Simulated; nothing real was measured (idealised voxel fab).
The following process module bears the name voxel local oxidation.
cross-section cut | 265 nm wide | cells 5 nm
Cross-section layout: square cells on a grid; listed as bands, top to bottom; a band spans one or more cell rows.
In this notation a band is specified by the heights of its top and bottom, in that order and in nm, after which its materials appear from left to right, each paired with its width in nm. The word "full width" attached to a single material means that material fills the band from edge to edge; the word "air" stands for empty space.
Heads up on the height convention: 0 is the point under which the incoming wafer is all one material, and the lowest band has no bottom, it just keeps going down, like "0 and below".
A width given as "30 to 40" starts at the first number in the band's top row and ends at the second number in its bottom row, shifting by an equal amount at every step from row to row.
"nothing changed" after a step means that no cell of the cross-section changed.
In the "Enclosed void listing" entry, you get each enclosed empty space of 8 cells or more, one with no open way to the top, written width x height at distance, distance from the left edge, in nm.
Post-settings text on a step line: simulator's own remark regarding the step.
A step line may carry the setting "overlay nm", which, for steps involving a mask, states the distance by which the mask lay to the right of its intended position; negative values denote displacement to the left.
### The process steps that were planned are listed below
1,RECEIVE,material Si
2,CONFORMAL_DEP,material SiO2,thk nm 5
3,CONFORMAL_DEP,material SiN,thk nm 15
4,MASKED_ETCH,tone cover,mask id ACTIVE,width nm 95,pitch nm 120,etch materials SiN,depth nm 15,overlay nm 0
5,SELECTIVE_ETCH,etch materials SiO2,depth nm 5
6,OXIDIZE,depth nm 10
7,STRIP,etch materials SiN
### Run as planned: first of two wafers
### Cross-section of the wafer upon arrival, representing the state reached after step 1
* 0 and below  Si full width
* Enclosed void listing: none
### After step 2, in cross-section
* 5 down to 0  SiO2 full width
* Lower than 0, everything is as it was.
### After step 3, in cross-section
* 20 down to 5  SiN full width
* Lower than 5, everything is as it was.
### After step 4, in cross-section
* 20 down to 5  25 air | 95 SiN | 25 air | 95 SiN | 25 air
* Lower than 5, everything is as it was.
### After step 5, in cross-section
* 20 down to 5  25 air | 95 SiN | 25 air | 95 SiN | 25 air
* 5 down to 0  30 air | 85 SiO2 | 35 air | 85 SiO2 | 30 air
* Lower than 0, everything is as it was.
### After step 6, in cross-section
* 20 down to 5  25 air | 95 SiN | 25 air | 95 SiN | 25 air
* 5 down to 0  30 air | 85 SiO2 | 35 air | 85 SiO2 | 30 air
* 0 down to -10  40 SiO2 | 65 Si | 55 SiO2 | 65 Si | 40 SiO2
* Lower than -10, everything is as it was.
### After step 7, in cross-section
* 5 down to 0  30 air | 85 SiO2 | 35 air | 85 SiO2 | 30 air
* Lower than 0, everything is as it was.
### It is to be noted that the second wafer proceeded from the same initial state and according to the same plan as the first, although one mistake was committed in its execution; through step 2, inclusive, the two wafers share an identical history
Cross-section of the second wafer at the time by which step 3 should have been completed according to the plan: nothing changed
Cross-section of the second wafer at the time by which step 4 should have been completed according to the plan: nothing changed
### Cross-section of the second wafer at the time by which step 5 should have been completed according to the plan
* 0 and below  Si full width
### Cross-section of the second wafer at the time by which step 6 should have been completed according to the plan
* 0 down to -10  SiO2 full width
* Lower than -10, everything is as it was.
Cross-section of the second wafer at the time by which step 7 should have been completed according to the plan: nothing changed
Here's what went sideways: step 3 of the plan: omitted, not performed
Wrapping up, a cell-based count of both wafers puts the second over or under the first for these materials: Si: 52 fewer; SiO2: 18 more
